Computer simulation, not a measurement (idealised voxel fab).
process module | voxel wiring stack
cross-section cut | 165 nm wide | cells 5 nm
A cross-section is a grid of square cells, given in bands from the top down. A band is one or more rows of cells.
Each band's line starts with the height of the band's top and of its bottom, in nm. Then come its materials from left to right, each with its width in nm. One material with "throughout" fills the band from edge to edge. "air" is empty space.
Height 0 is the level under which the wafer as received is all one material. The lowest band goes on downwards, as in "0 down".
A width such as "30 to 40" changes by the same amount from each row of cells to the next, from the band's top row to its bottom row.
"no change" after a step means that no cell of the cross-section changed.
closed voids: empty space of 8 cells or more with no open way to the top, each as width x height at its distance from the left edge, in nm
after a step's settings: what the simulator itself notes on the step
overlay nm, on a step with a mask: how far to the right of its planned place the mask lay; to the left if negative
plan
1 op RECEIVE | material Si
2 op CONFORMAL_DEP | material SiO2 | thk nm 15
3 op CONFORMAL_DEP | material SiN | thk nm 5
4 op DIRECTIONAL_DEP | material lowk | thk nm 15
5 op PATTERN | tone open | mask id METAL_1 | material resist | width nm 30 | pitch nm 55 | thk nm 20 | overlay nm 0
6 op DIRECTIONAL_ETCH | etch materials lowk | depth nm 15
7 op DIRECTIONAL_ETCH | etch materials SiN | depth nm 5
8 op STRIP | etch materials resist
9 op CONFORMAL_DEP | material TiN | thk nm 5
10 op FILL_DEP | material W | thk nm 5
11 op CMP | height nm 35
12 op EPI | material Ru | thk nm 5
13 op FILL_DEP | material SiCN | thk nm 5
14 op DIRECTIONAL_DEP | material lowk | thk nm 30
15 op DIRECTIONAL_DEP | material aC | thk nm 15
16 op PATTERN | tone open | mask id METAL_2_HOLES | material resist | width nm 15 | thk nm 35 | overlay nm 0
17 op DIRECTIONAL_ETCH | etch materials aC | depth nm 15
18 op STRIP | etch materials resist
19 op DIRECTIONAL_ETCH | etch materials lowk | depth nm 30
20 op STRIP | etch materials aC
21 op DIRECTIONAL_DEP | material aC | thk nm 10
22 op PATTERN | tone open | mask id METAL_2 | material resist | width nm 30 | pitch nm 55 | thk nm 25 | overlay nm 0
23 op DIRECTIONAL_ETCH | etch materials aC | depth nm 10
24 op STRIP | etch materials resist
25 op DIRECTIONAL_ETCH | etch materials lowk | depth nm 20
26 op DIRECTIONAL_ETCH | etch materials SiCN | depth nm 5
27 op STRIP | etch materials aC
28 op CONFORMAL_DEP | material TiN | thk nm 5
29 op FILL_DEP | material Cu | thk nm 10
30 op CMP | height nm 75
31 op CONFORMAL_DEP | material SiN | thk nm 5
as received, after step 1
  0 down: Si throughout
  closed voids: none
a wafer at the end: this start, this plan, one mistake
  80 to 75: SiN throughout
  75 to 70: SiCN 40 | TiN 30 | SiCN 25 | TiN 30 | SiCN 40
  70 to 65: SiCN 35 | lowk 40 | SiCN 15 | lowk 40 | SiCN 35
  65 to 40: lowk throughout
  40 to 35: lowk 35 | Ru 40 | lowk 15 | Ru 40 | lowk 35
  35 to 20: lowk 40 | TiN 5 | W 20 | TiN 5 | lowk 25 | TiN 5 | W 20 | TiN 5 | lowk 40
  20 to 15: SiN 40 | TiN 30 | SiN 25 | TiN 30 | SiN 40
  15 to 0: SiO2 throughout
  0 down: Si throughout
  closed voids: none
what went wrong: steps 13 and 14 were swapped
